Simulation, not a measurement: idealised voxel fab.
Process module heading - voxel released beams
The cross-section shown here is cut; it is 235 nm wide and divided into square cells measuring 5 nm on a side.
Cross-section layout: square cells on a grid; listed as bands, top to bottom; a band spans one or more cell rows. Each band's line starts with the height of the band's top and of its bottom, in nm. Then come its materials from left to right, each with its width in nm. One material with "full width" fills the band from edge to edge. "air" is empty space. It should be noted that heights are counted from 0, beneath which the wafer as supplied is of one material throughout, and that the lowest band possesses no lower boundary but continues downward, as written in "top 0, no bottom". With a width like "30 to 40", each row of cells in the band differs from the next by the same amount, the top row carrying the first number and the bottom row the second. Step marked "nothing got changed"? Then no cell in the cross-section changed in it. Closed-off voids of 8+ cells (no open route to the top) go in "Closed-off voids", written width x height at distance from the left edge, in nm. Whatever follows a step's settings on its line is a remark the simulator itself makes about that step. "overlay nm" answers the question of how far to the right of plan the mask lay on a step that has a mask, and when it is negative the answer is to the left.

### So here's the lineup of process steps we planned
- 1: RECEIVE (material Si)
- 2: CONFORMAL_DEP (material Al2O3; thk nm 10)
- 3: DIRECTIONAL_DEP (material SiO2; thk nm 15)
- 4: MASKED_ETCH (tone open; mask id ANCHOR; width nm 30; etch materials SiO2; depth nm 15; overlay nm -15)
- 5: CONFORMAL_DEP (material polySi; thk nm 10)
- 6: MASKED_ETCH (tone cover; mask id BEAM; width nm 100; etch materials polySi; depth nm 10; overlay nm 0)
- 7: STRIP (etch materials SiO2)
For this document, wafers share an identical start and vary in the step 4 overlay nm; the plan quotes the first wafer's value.

### Received condition of the first of several wafers, sectioned: post-step 1
* top 0, no bottom | Si full width
* Closed-off voids: none

### For your reference, the table is organized with a row per wafer; each row reflects the wafer at the end of the module, indicating for each material the cells gained (+) or lost (-) since receipt, and thereafter its closed voids
overlay nm -15; +94 Al2O3; +52 polySi; Closed-off voids: none
overlay nm -10; +94 Al2O3; +52 polySi; Closed-off voids: none
overlay nm -5; +94 Al2O3; +52 polySi; Closed-off voids: none
overlay nm 0; +94 Al2O3; +52 polySi; Closed-off voids: none
overlay nm 5; +94 Al2O3; +52 polySi; Closed-off voids: none
overlay nm 10; +94 Al2O3; +52 polySi; Closed-off voids: none
overlay nm 15; +94 Al2O3; +52 polySi; Closed-off voids: none
